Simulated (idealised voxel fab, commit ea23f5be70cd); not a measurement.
Module name: voxel fin reveal (process module)
Displayed cross-section: cut, width of 245 nm, square cells sized 5 nm.
Format of a cross-section: grid, square cells. Given as bands. Order: top down. Band: one or more rows of cells. In this notation a band is specified by the heights of its top and bottom, in that order and in nm, after which its materials appear from left to right, each paired with its width in nm. The word "everywhere" attached to a single material means that material fills the band from edge to edge; the word "empty" stands for empty space. Zero point of the height axis is 0; under it, received wafer = one material. Lowest band: continues down indefinitely, "0 and below". It should be noted that a width expressed as "30..40" varies in equal increments from row to row of cells within the band, taking the value of the first number at the top row and that of the second number at the bottom row. The cross-section has no changed cell in any step marked "identical to before". "Tabulated closed voids" enumerates empty spaces isolated from the top, with no open way to it, that contain at least 8 cells, giving each as width x height at distance from the left edge, all three in nm. Heads up: the bit after the settings on a step's line is the simulator's remark on that step. Regarding "overlay nm": on a step with a mask, it is the distance the mask lay to the right of its planned place; a negative value places it to the left.

**plan**
step 1: RECEIVE | material Si
step 2: CONFORMAL_DEP | material SiN | thk nm 10
step 3: PATTERN | tone cover | mask id FINS | material resist | width nm 15 | pitch nm 40 | thk nm 15 | overlay nm 0
step 4: DIRECTIONAL_ETCH | etch materials SiN | depth nm 10
step 5: DIRECTIONAL_ETCH | etch materials Si | depth nm 40
step 6: STRIP | etch materials resist
step 7: OXIDIZE | depth nm 5
step 8: FILL_DEP | material SiO2 | thk nm 10
step 9: CMP | height nm 10
step 10: SELECTIVE_ETCH | etch materials SiO2 | depth nm 35
step 11: STRIP | etch materials SiN
step 12: CONFORMAL_DEP | material HfO2 | thk nm 5

**Delivered wafer in cross-section: state after step 1**
  0 and below = Si everywhere
  Tabulated closed voids: none

**first wafer at the end, as planned**
  5 down to 0 = empty 75, then HfO2 15, then empty 25, then HfO2 15, then empty 25, then HfO2 15, then empty 75
  0 down to -20 = empty 75, then HfO2 5, then Si 5, then HfO2 5, then empty 25, then HfO2 5, then Si 5, then HfO2 5, then empty 25, then HfO2 5, then Si 5, then HfO2 5, then empty 75
  -20 down to -25 = HfO2 80, then Si 5, then HfO2 35, then Si 5, then HfO2 35, then Si 5, then HfO2 80
  -25 down to -45 = SiO2 80, then Si 5, then SiO2 35, then Si 5, then SiO2 35, then Si 5, then SiO2 80
  -45 and below = Si everywhere
  Tabulated closed voids: none

**Wafer two, end of module, cross-section. Same start, same plan as wafer one. One mistake in the run**
  5 down to 0 = HfO2 75, then empty 15, then HfO2 25, then empty 15, then HfO2 25, then empty 15, then HfO2 75
  0 down to -20 = Si 70, then HfO2 5, then empty 15, then HfO2 5, then Si 15, then HfO2 5, then empty 15, then HfO2 5, then Si 15, then HfO2 5, then empty 15, then HfO2 5, then Si 70
  -20 down to -25 = Si 70, then HfO2 25, then Si 15, then HfO2 25, then Si 15, then HfO2 25, then Si 70
  -25 down to -45 = Si 70, then SiO2 25, then Si 15, then SiO2 25, then Si 15, then SiO2 25, then Si 70
  -45 and below = Si everywhere
  Tabulated closed voids: none
What was done differently from what was planned? planned and actual differ for step 3; actual: PATTERN | tone open | mask id FINS | material resist | width nm 15 | pitch nm 40 | thk nm 15 | overlay nm 0
Materials where the second wafer ends with more or fewer cells than the first: +279 Si; -124 SiO2
